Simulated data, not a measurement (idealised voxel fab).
Process module under the name voxel released beams
Cross-sectional view cut (width: 250 nm; square cell size: 5 nm).
A cross-section is a grid of square cells, given in bands from the top down. A band is one or more rows of cells.
Basically the band line says how high the top is and how high the bottom is, in nm, and then what's in it from left to right, every material with its width in nm. Empty space shows up as "empty", and if a single material carries "throughout" it runs the full band edge to edge.
Where do heights start? At 0: under that level the wafer as delivered is made of one material only. And the lowest band has no floor; it just carries on downward, as in "z 0 and below".
You'd read "30 to 40" like this: the band's top row of cells is as wide as the first number, its bottom row is as wide as the second, and going down, every row changes width by the same amount as the row before did.
A step reported as "no alterations made" is a step in which no cell of the cross-section changed.
Look at "Unvented internal voids" for the closed voids: empty spaces with no open path to the top, sized 8 cells or up. Each is width x height at distance, distance from the left edge, all nm.
Whatever follows a step's settings on its line is a remark the simulator itself makes about that step.
"overlay nm" answers the question of how far to the right of plan the mask lay on a step that has a mask, and when it is negative the answer is to the left.

Intended process steps
step 1: RECEIVE | material Si
step 2: CONFORMAL_DEP | material Al2O3 | thk nm 5
step 3: DIRECTIONAL_DEP | material SiO2 | thk nm 20
step 4: PATTERN | tone open | mask id ANCHOR | material resist | width nm 35 | thk nm 15 | overlay nm 0
step 5: DIRECTIONAL_ETCH | etch materials SiO2 | depth nm 20
step 6: STRIP | etch materials resist
step 7: CONFORMAL_DEP | material SiN | thk nm 15
step 8: DIRECTIONAL_DEP | material aC | thk nm 10
step 9: PATTERN | tone cover | mask id BEAM | material resist | width nm 105 | thk nm 30 | overlay nm 0
step 10: DIRECTIONAL_ETCH | etch materials aC | depth nm 10
step 11: STRIP | etch materials resist
step 12: DIRECTIONAL_ETCH | etch materials SiN | depth nm 15
step 13: STRIP | etch materials aC
step 14: STRIP | etch materials SiO2
Wafer-to-wafer difference: width nm, step 4. Common start. Plan = first wafer's value.

Cross-section of the first of several received wafers, showing its state after step 1
> z 0 and below  Si throughout
> Unvented internal voids: none

First of several wafers in cross-section at module end, following the final step, step 14
> z 40 to 25  empty=70, SiN=25, empty=5, SiN=75, empty=75
> z 25 to 20  empty=80, SiN=15, empty=5, SiN=15, empty=135
> z 20 to 5  empty=80, SiN=35, empty=135
> z 5 to 0  Al2O3 throughout
> z 0 and below  Si throughout
> Unvented internal voids: none

Showing the last wafer in cross-section at the end of the module
> z 40 to 25  empty=70, SiN=15, empty=30, SiN=60, empty=75
> z 25 to 20  empty=70, SiN=15, empty=30, SiN=15, empty=120
> z 20 to 5  empty=70, SiN=60, empty=120
> z 5 to 0  Al2O3 throughout
> z 0 and below  Si throughout
> Unvented internal voids: none

Wafer rows, end of module: cells per material gained (+) or lost (-) since receipt; closed voids last
width nm 35 | +50 Al2O3 | +87 SiN | Unvented internal voids: none
width nm 40 | +50 Al2O3 | +87 SiN | Unvented internal voids: none
width nm 45 | +50 Al2O3 | +87 SiN | Unvented internal voids: none
width nm 50 | +50 Al2O3 | +87 SiN | Unvented internal voids: none
width nm 55 | +50 Al2O3 | +87 SiN | Unvented internal voids: none
width nm 60 | +50 Al2O3 | +87 SiN | Unvented internal voids: none
